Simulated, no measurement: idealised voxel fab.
Name of the process module below: voxel plated lines
For reference, the cross-section in this document is cut, with width 245 nm and square cells of 5 nm.
Notation: cross-section as square-cell grid; stated in bands, top first, going down; one or more cell rows per band. Basically the band line says how high the top is and how high the bottom is, in nm, and then what's in it from left to right, every material with its width in nm. Empty space shows up as "empty", and if a single material carries "full width" it runs the full band edge to edge. For the purposes of this specification, 0 denotes the height below which the wafer in its as-received condition is composed wholly of one material, and the lowermost band, lacking a lower limit, extends downward without end, as expressed in "0 nm and below". Graded width ("30..40"): value in top row of band = first number; value in bottom row = second number; row-to-row change constant. For the purposes of this document, the phrase "nothing was modified" attached to a step denotes that no cell within the cross-section was modified by that step. Any empty space of 8 cells or more lacking an open way to the top shows up in "Enclosed void list" as width x height at distance, distance from the left edge, in nm. after a step's settings: what the simulator itself notes on the step. Each step line may optionally specify "overlay nm", which for a step with a mask gives the rightward distance between the mask's planned place and where it lay, a negative value indicating the leftward direction.

-- These are the steps we planned for the process
| 1 | RECEIVE | material Si |
| 2 | CONFORMAL_DEP | material SiN | thk nm 15 |
| 3 | DIRECTIONAL_DEP | material TiN | thk nm 5 |
| 4 | PATTERN | tone open | mask id LINES | material resist | width nm 15 | pitch nm 35 | thk nm 40 | overlay nm -15 |
| 5 | EPI | material Ru | thk nm 5 |
| 6 | EPI | material Ru | thk nm 5 |
| 7 | EPI | material Ru | thk nm 5 |
| 8 | STRIP | etch materials resist |
| 9 | DIRECTIONAL_ETCH | etch materials TiN | depth nm 5 |
| 10 | CONFORMAL_DEP | material SiN | thk nm 10 |
Where the wafers of this document differ is in the overlay nm of step 4; they start out the same, and the plan states the value that applied to the first wafer.

-- First wafer of several, as received: cross-section after step 1
* 0 nm and below: Si full width
* Enclosed void list: none

-- Per wafer (row), end of module: delta in cells per material since receipt, (+) for gained, (-) for lost; closed voids after that
overlay nm -15 | +27 Ru | +293 SiN | +9 TiN | Enclosed void list: none
overlay nm -10 | +27 Ru | +293 SiN | +9 TiN | Enclosed void list: none
overlay nm -5 | +27 Ru | +293 SiN | +9 TiN | Enclosed void list: none
overlay nm 0 | +27 Ru | +293 SiN | +9 TiN | Enclosed void list: none
overlay nm 5 | +27 Ru | +293 SiN | +9 TiN | Enclosed void list: none
overlay nm 10 | +27 Ru | +293 SiN | +9 TiN | Enclosed void list: none
overlay nm 15 | +27 Ru | +293 SiN | +9 TiN | Enclosed void list: none
